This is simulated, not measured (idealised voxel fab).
Title: Process Module voxel double patterning
Each square cell in cross-section cut measures 5 nm, and the section as a whole is 270 nm wide.
Heads up, the way a cross-section reads in here is a grid of square cells, handed over as bands from the top down, with every band being one or more rows of cells.
What a band's entry tells you: where the top is and where the bottom is, as heights in nm, and after that what lies inside, material by material from left to right, each with its width in nm. Empty space is written as the word "empty", and a single material marked with the word "full width" occupies the band from edge to edge.
Zero point of the height axis is 0; under it, received wafer = one material. Lowest band: continues down indefinitely, "0..down".
The width entry "30..40" should be interpreted row by row: the top row of cells in the band takes the first number, the bottom row takes the second number, and the change between adjacent rows is uniform throughout.
Reading "remained the same" for a step: not a cell of the cross-section changed in it.
You'll see "Fully enclosed voids" listing empty spaces that have no way open to the top, as long as they're 8 cells or more; the notation is width x height at distance, where the distance is from the left edge, and all of it is in nm.
It should be noted that, on the line of a given step, the content following the step's settings is a remark produced by the simulator itself with respect to that step.
When a step includes a mask, the "overlay nm" setting on its line states how far to the right of its planned place that mask lay, and negative values state how far to the left.

## Here's what the planned process steps look like
| 1 | RECEIVE: material Si |
| 2 | CONFORMAL_DEP: material SiO2, thk nm 10 |
| 3 | DIRECTIONAL_DEP: material TiN, thk nm 20 |
| 4 | DIRECTIONAL_DEP: material SiN, thk nm 5 |
| 5 | DIRECTIONAL_DEP: material aC, thk nm 10 |
| 6 | PATTERN: tone open, mask id FIRST, material resist, width nm 15, pitch nm 50, thk nm 30, overlay nm 0 |
| 7 | DIRECTIONAL_ETCH: etch materials aC, depth nm 10 |
| 8 | STRIP: etch materials resist |
| 9 | DIRECTIONAL_ETCH: etch materials SiN, depth nm 5 |
| 10 | STRIP: etch materials aC |
| 11 | DIRECTIONAL_DEP: material aC, thk nm 10 |
| 12 | PATTERN: tone open, mask id SECOND, material resist, width nm 15, pitch nm 50, thk nm 30, overlay nm 0 |
| 13 | DIRECTIONAL_ETCH: etch materials aC, depth nm 10 |
| 14 | STRIP: etch materials resist |
| 15 | DIRECTIONAL_ETCH: etch materials SiN, depth nm 5 |
| 16 | STRIP: etch materials aC |
| 17 | DIRECTIONAL_ETCH: etch materials TiN, depth nm 20 |
| 18 | STRIP: etch materials SiN |

## Step 1 complete: cross-section of the wafer as received
    0..down: Si full width
    Fully enclosed voids: none

## Sectioned view, first of two wafers, at the close of the module, processed as intended in the plan
    30..10: 75 of TiN; 15 of empty; 10 of TiN; 15 of empty; 10 of TiN; 15 of empty; 10 of TiN; 15 of empty; 10 of TiN; 15 of empty; 80 of TiN
    10..0: SiO2 full width
    0..down: Si full width
    Fully enclosed voids: none

## Presented here is a cross-section of the second of the two wafers as it stood at the end of the module. It was started in the same manner and assigned the same plan as the first wafer; however, one mistake was made in its execution
    30..10: 70 of TiN; 25 of empty; 5 of TiN; 15 of empty; 5 of TiN; 25 of empty; 5 of TiN; 15 of empty; 5 of TiN; 25 of empty; 75 of TiN
    10..0: SiO2 full width
    0..down: Si full width
    Fully enclosed voids: none
What was the processing mistake? heads up, step 6 didn't go per plan, it actually ran as PATTERN: tone open, mask id FIRST, material resist, width nm 25, pitch nm 50, thk nm 30, overlay nm 0
Wafer comparison, final, in cells, second relative to first, materials more or fewer: TiN: 24 fewer
